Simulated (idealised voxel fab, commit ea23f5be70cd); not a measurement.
Name of the process module below: voxel double patterning
The figure presents cross-section cut, which has a width of 245 nm and is divided into square cells with an edge length of 5 nm.
Heads up, the way a cross-section reads in here is a grid of square cells, handed over as bands from the top down, with every band being one or more rows of cells. The band entry comprises the height of the band's top followed by the height of its bottom, expressed in nm, and subsequently the band's materials from left to right, each stated together with its width in nm. Where a single material is marked with the word "throughout", that material fills the band from edge to edge. The word "blank" represents empty space. Height datum 0, below which the as-received substrate wafer is one material. Lowest band open at the bottom, running downward: "z 0 and below". Per-row width for "30 to 40": begins at first number (top row of band), ends at second number (bottom row), increment between rows held constant. Step marked "everything unchanged"? Then no cell in the cross-section changed in it. Closed empty spaces (no open way to the top) of 8 cells or more are what "Voids lacking openings" lists, each as width x height at distance from the left edge, nm for all three. On each step's line, the part that comes after the settings is the simulator's own comment on the step. On any step carrying a mask, the "overlay nm" setting, if present on the step's line, tells how far right of its planned place the mask lay; negative values point to the left.

The process steps that were planned are listed below:
step 1: RECEIVE with material Si
step 2: CONFORMAL_DEP with material SiO2, thk nm 10
step 3: DIRECTIONAL_DEP with material W, thk nm 15
step 4: DIRECTIONAL_DEP with material SiN, thk nm 5
step 5: PATTERN with tone open, mask id FIRST, material resist, width nm 15, pitch nm 50, thk nm 20, overlay nm 0
step 6: DIRECTIONAL_ETCH with etch materials SiN, depth nm 5
step 7: STRIP with etch materials resist
step 8: MASKED_ETCH with tone open, mask id SECOND, width nm 15, etch materials SiN, depth nm 5, overlay nm 0
step 9: DIRECTIONAL_ETCH with etch materials W, depth nm 15
step 10: STRIP with etch materials SiN

The first wafer of two, processed as planned:

The cross-section here shows the wafer as received, i.e. in its state after step 1:
* z 0 and below: Si throughout
* Voids lacking openings: none

Wafer section view after processing step 2:
* z 10 to 0: SiO2 throughout
* Rest of section, below 0: as before.

Wafer section view after processing step 3:
* z 25 to 10: W throughout
* Rest of section, below 10: as before.

Wafer section view after processing step 4:
* z 30 to 25: SiN throughout
* Rest of section, below 25: as before.

Wafer section view after processing step 5:
* z 50 to 30: resist=90 / blank=15 / resist=35 / blank=15 / resist=90
* Rest of section, below 30: as before.

Wafer section view after processing step 6:
* z 50 to 30: resist=90 / blank=15 / resist=35 / blank=15 / resist=90
* z 30 to 25: SiN=90 / blank=15 / SiN=35 / blank=15 / SiN=90
* Rest of section, below 25: as before.

Wafer section view after processing step 7:
* z 30 to 25: SiN=90 / blank=15 / SiN=35 / blank=15 / SiN=90
* Rest of section, below 25: as before.

Wafer section view after processing step 8:
* z 30 to 25: SiN=90 / blank=15 / SiN=10 / blank=15 / SiN=10 / blank=15 / SiN=90
* Rest of section, below 25: as before.

Wafer section view after processing step 9:
* z 30 to 25: SiN=90 / blank=15 / SiN=10 / blank=15 / SiN=10 / blank=15 / SiN=90
* z 25 to 10: W=90 / blank=15 / W=10 / blank=15 / W=10 / blank=15 / W=90
* Rest of section, below 10: as before.

Wafer section view after processing step 10:
* z 25 to 10: W=90 / blank=15 / W=10 / blank=15 / W=10 / blank=15 / W=90
* Rest of section, below 10: as before.

Wafer two of the pair: same origin, same plan, one error during the run; identical to wafer one up to and including step 2:

Second wafer shown in cross-section at the time step 3 was slated to end:
* z 40 to 10: W throughout
* Rest of section, below 10: as before.

Second wafer shown in cross-section at the time step 4 was slated to end:
* z 45 to 40: SiN throughout
* Rest of section, below 40: as before.

Second wafer shown in cross-section at the time step 5 was slated to end:
* z 65 to 45: resist=90 / blank=15 / resist=35 / blank=15 / resist=90
* Rest of section, below 45: as before.

Second wafer shown in cross-section at the time step 6 was slated to end:
* z 65 to 45: resist=90 / blank=15 / resist=35 / blank=15 / resist=90
* z 45 to 40: SiN=90 / blank=15 / SiN=35 / blank=15 / SiN=90
* Rest of section, below 40: as before.

Second wafer shown in cross-section at the time step 7 was slated to end:
* z 45 to 40: SiN=90 / blank=15 / SiN=35 / blank=15 / SiN=90
* Rest of section, below 40: as before.

Second wafer shown in cross-section at the time step 8 was slated to end:
* z 45 to 40: SiN=90 / blank=15 / SiN=10 / blank=15 / SiN=10 / blank=15 / SiN=90
* Rest of section, below 40: as before.

Second wafer shown in cross-section at the time step 9 was slated to end:
* z 45 to 40: SiN=90 / blank=15 / SiN=10 / blank=15 / SiN=10 / blank=15 / SiN=90
* z 40 to 25: W=90 / blank=15 / W=10 / blank=15 / W=10 / blank=15 / W=90
* Rest of section, below 25: as before.

Second wafer shown in cross-section at the time step 10 was slated to end:
* z 40 to 25: W=90 / blank=15 / W=10 / blank=15 / W=10 / blank=15 / W=90
* Rest of section, below 25: as before.
Nonconformance to the process plan: step 3 from the plan got run twice
Heads up, by the end the second wafer has more or fewer cells of some materials compared to the first: +147 W
